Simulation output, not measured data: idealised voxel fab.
process module | voxel released beams
cross-section cut | 205 nm wide | cells 5 nm
A cross-section is a grid of square cells, given in bands from the top down. A band is one or more rows of cells.
Each band's line starts with the height of the band's top and of its bottom, in nm. Then come its materials from left to right, each with its width in nm. One material with "throughout" fills the band from edge to edge. "air" is empty space.
Height 0 is the level under which the wafer as received is all one material. The lowest band goes on downwards, as in "0 down".
A width such as "30 to 40" changes by the same amount from each row of cells to the next, from the band's top row to its bottom row.
"no change" after a step means that no cell of the cross-section changed.
closed voids: empty space of 8 cells or more with no open way to the top, each as width x height at its distance from the left edge, in nm
after a step's settings: what the simulator itself notes on the step
overlay nm, on a step with a mask: how far to the right of its planned place the mask lay; to the left if negative
Each pair below shows a cross-section before one step and the cross-section after it, down to the lowest band that changed. The line under each pair gives the step between them, with its settings. The pairs can come from different runs of this module on the same starting wafer, so a pair continues from the pair above only where its "before" says so.
before
  0 down: Si throughout
  closed voids: none
after
  10 to 0: SiN throughout
  below 0: unchanged
  closed voids: none
the step between: op CONFORMAL_DEP | material SiN | thk nm 10
before: the cross-section after the pair above
after
  25 to 10: SiO2 throughout
  below 10: unchanged
  closed voids: none
the step between: op DIRECTIONAL_DEP | material SiO2 | thk nm 15
before: the cross-section after the pair above
after
  25 to 10: SiO2 55 | air 45 | SiO2 105
  below 10: unchanged
  closed voids: none
the step between: op MASKED_ETCH | tone open | mask id ANCHOR | width nm 45 | etch materials SiO2 | depth nm 15 | overlay nm 0
before: the cross-section after the pair above
after
  40 to 25: TiN 70 | air 15 | TiN 120
  25 to 10: SiO2 55 | TiN 45 | SiO2 105
  below 10: unchanged
  closed voids: none
the step between: op CONFORMAL_DEP | material TiN | thk nm 15
before: the cross-section after the pair above
after
  40 to 25: air 50 | TiN 20 | air 15 | TiN 60 | air 60
  below 25: unchanged
  closed voids: none
the step between: op MASKED_ETCH | tone cover | mask id BEAM | width nm 95 | etch materials TiN | depth nm 15 | overlay nm 0
before: the cross-section after the pair above
after
  40 to 25: air 50 | TiN 20 | air 15 | TiN 60 | air 60
  25 to 10: air 55 | TiN 45 | air 105
  below 10: unchanged
  closed voids: none
the step between: op STRIP | etch materials SiO2
before
  10 to 0: SiN throughout
  0 down: Si throughout
  closed voids: none
after
  25 to 10: TiN throughout
  below 10: unchanged
  closed voids: none
the step between: op CONFORMAL_DEP | material TiN | thk nm 15
before: the cross-section after the pair above
after
  25 to 10: air 50 | TiN 95 | air 60
  below 10: unchanged
  closed voids: none
the step between: op MASKED_ETCH | tone cover | mask id BEAM | width nm 95 | etch materials TiN | depth nm 15 | overlay nm 0
before
  40 to 25: TiN 70 | air 15 | TiN 120
  25 to 10: SiO2 55 | TiN 45 | SiO2 105
  10 to 0: SiN throughout
  0 down: Si throughout
  closed voids: none
after
  55 to 25: TiN throughout
  below 25: unchanged
  closed voids: none
the step between: op CONFORMAL_DEP | material TiN | thk nm 15
before: the cross-section after the pair above
after
  55 to 40: air 50 | TiN 95 | air 60
  below 40: unchanged
  closed voids: none
the step between: op MASKED_ETCH | tone cover | mask id BEAM | width nm 95 | etch materials TiN | depth nm 15 | overlay nm 0
before
  0 down: Si throughout
  closed voids: none
after
  15 to 0: SiO2 throughout
  below 0: unchanged
  closed voids: none
the step between: op DIRECTIONAL_DEP | material SiO2 | thk nm 15
before: the cross-section after the pair above
after
  25 to 15: SiN throughout
  below 15: unchanged
  closed voids: none
the step between: op CONFORMAL_DEP | material SiN | thk nm 10
before: the cross-section after the pair above
after
  40 to 25: TiN throughout
  below 25: unchanged
  closed voids: none
the step between: op CONFORMAL_DEP | material TiN | thk nm 15
before: the cross-section after the pair above
after
  40 to 25: air 50 | TiN 95 | air 60
  below 25: unchanged
  closed voids: none
the step between: op MASKED_ETCH | tone cover | mask id BEAM | width nm 95 | etch materials TiN | depth nm 15 | overlay nm 0
before
  25 to 10: SiO2 55 | air 45 | SiO2 105
  10 to 0: SiN throughout
  0 down: Si throughout
  closed voids: none
after
  30 to 25: TiN 60 | air 35 | TiN 110
  25 to 15: SiO2 55 | TiN 5 | air 35 | TiN 5 | SiO2 105
  15 to 10: SiO2 55 | TiN 45 | SiO2 105
  below 10: unchanged
  closed voids: none
the step between: op CONFORMAL_DEP | material TiN | thk nm 5
before: the cross-section after the pair above
after
  30 to 25: air 50 | TiN 10 | air 35 | TiN 50 | air 60
  below 25: unchanged
  closed voids: none
the step between: op MASKED_ETCH | tone cover | mask id BEAM | width nm 95 | etch materials TiN | depth nm 15 | overlay nm 0
before: the cross-section after the pair above
after
  30 to 25: air 50 | TiN 10 | air 35 | TiN 50 | air 60
  25 to 15: air 55 | TiN 5 | air 35 | TiN 5 | air 105
  15 to 10: air 55 | TiN 45 | air 105
  below 10: unchanged
  closed voids: none
the step between: op STRIP | etch materials SiO2
before
  25 to 10: SiO2 throughout
  10 to 0: SiN throughout
  0 down: Si throughout
  closed voids: none
after
  25 to 10: SiO2 50 | air 55 | SiO2 100
  below 10: unchanged
  closed voids: none
the step between: op MASKED_ETCH | tone open | mask id ANCHOR | width nm 55 | etch materials SiO2 | depth nm 15 | overlay nm 0
before: the cross-section after the pair above
after
  40 to 25: TiN 65 | air 25 | TiN 115
  25 to 10: SiO2 50 | TiN 55 | SiO2 100
  below 10: unchanged
  closed voids: none
the step between: op CONFORMAL_DEP | material TiN | thk nm 15
before: the cross-section after the pair above
after
  40 to 25: air 50 | TiN 15 | air 25 | TiN 55 | air 60
  below 25: unchanged
  closed voids: none
the step between: op MASKED_ETCH | tone cover | mask id BEAM | width nm 95 | etch materials TiN | depth nm 15 | overlay nm 0
before: the cross-section after the pair above
after
  40 to 25: air 50 | TiN 15 | air 25 | TiN 55 | air 60
  25 to 10: air 50 | TiN 55 | air 100
  below 10: unchanged
  closed voids: none
the step between: op STRIP | etch materials SiO2
before
  25 to 10: SiO2 throughout
  10 to 0: SiN throughout
  0 down: Si throughout
  closed voids: none
after
  25 to 10: SiO2 50 | air 45 | SiO2 110
  below 10: unchanged
  closed voids: none
the step between: op MASKED_ETCH | tone open | mask id ANCHOR | width nm 45 | etch materials SiO2 | depth nm 15 | overlay nm -5
before: the cross-section after the pair above
after
  40 to 25: TiN 65 | air 15 | TiN 125
  25 to 10: SiO2 50 | TiN 45 | SiO2 110
  below 10: unchanged
  closed voids: none
the step between: op CONFORMAL_DEP | material TiN | thk nm 15
before: the cross-section after the pair above
after
  40 to 25: air 50 | TiN 15 | air 15 | TiN 65 | air 60
  below 25: unchanged
  closed voids: none
the step between: op MASKED_ETCH | tone cover | mask id BEAM | width nm 95 | etch materials TiN | depth nm 15 | overlay nm 0
before: the cross-section after the pair above
after
  40 to 25: air 50 | TiN 15 | air 15 | TiN 65 | air 60
  25 to 10: air 50 | TiN 45 | air 110
  below 10: unchanged
  closed voids: none
the step between: op STRIP | etch materials SiO2
before
  0 down: Si throughout
  closed voids: none
after
  10 to 0: SiO2 throughout
  below 0: unchanged
  closed voids: none
the step between: op CONFORMAL_DEP | material SiO2 | thk nm 10
before: the cross-section after the pair above
after
  25 to 0: SiO2 throughout
  below 0: unchanged
  closed voids: none
the step between: op DIRECTIONAL_DEP | material SiO2 | thk nm 15
before: the cross-section after the pair above
after
  25 to 10: SiO2 55 | air 45 | SiO2 105
  below 10: unchanged
  closed voids: none
the step between: op MASKED_ETCH | tone open | mask id ANCHOR | width nm 45 | etch materials SiO2 | depth nm 15 | overlay nm 0
before: the cross-section after the pair above
after
  40 to 25: TiN 70 | air 15 | TiN 120
  25 to 10: SiO2 55 | TiN 45 | SiO2 105
  below 10: unchanged
  closed voids: none
the step between: op CONFORMAL_DEP | material TiN | thk nm 15
before: the cross-section after the pair above
after
  40 to 25: air 50 | TiN 20 | air 15 | TiN 60 | air 60
  below 25: unchanged
  closed voids: none
the step between: op MASKED_ETCH | tone cover | mask id BEAM | width nm 95 | etch materials TiN | depth nm 15 | overlay nm 0
before: the cross-section after the pair above
after
  0 down: Si throughout
  closed voids: none
the step between: op STRIP | etch materials SiO2
before
  40 to 25: TiN 70 | air 15 | TiN 120
  25 to 10: SiO2 55 | TiN 45 | SiO2 105
  10 to 0: SiN throughout
  0 down: Si throughout
  closed voids: none
after
  40 to 25: TiN 50 | air 95 | TiN 60
  25 to 10: SiO2 55 | TiN 15 | air 15 | TiN 15 | SiO2 105
  below 10: unchanged
  closed voids: none
the step between: op MASKED_ETCH | tone open | mask id BEAM | width nm 95 | etch materials TiN | depth nm 15 | overlay nm 0
before: the cross-section after the pair above
after
  25 to 10: air 55 | TiN 15 | air 15 | TiN 15 | air 105
  below 10: unchanged
  closed voids: none
the step between: op STRIP | etch materials SiO2
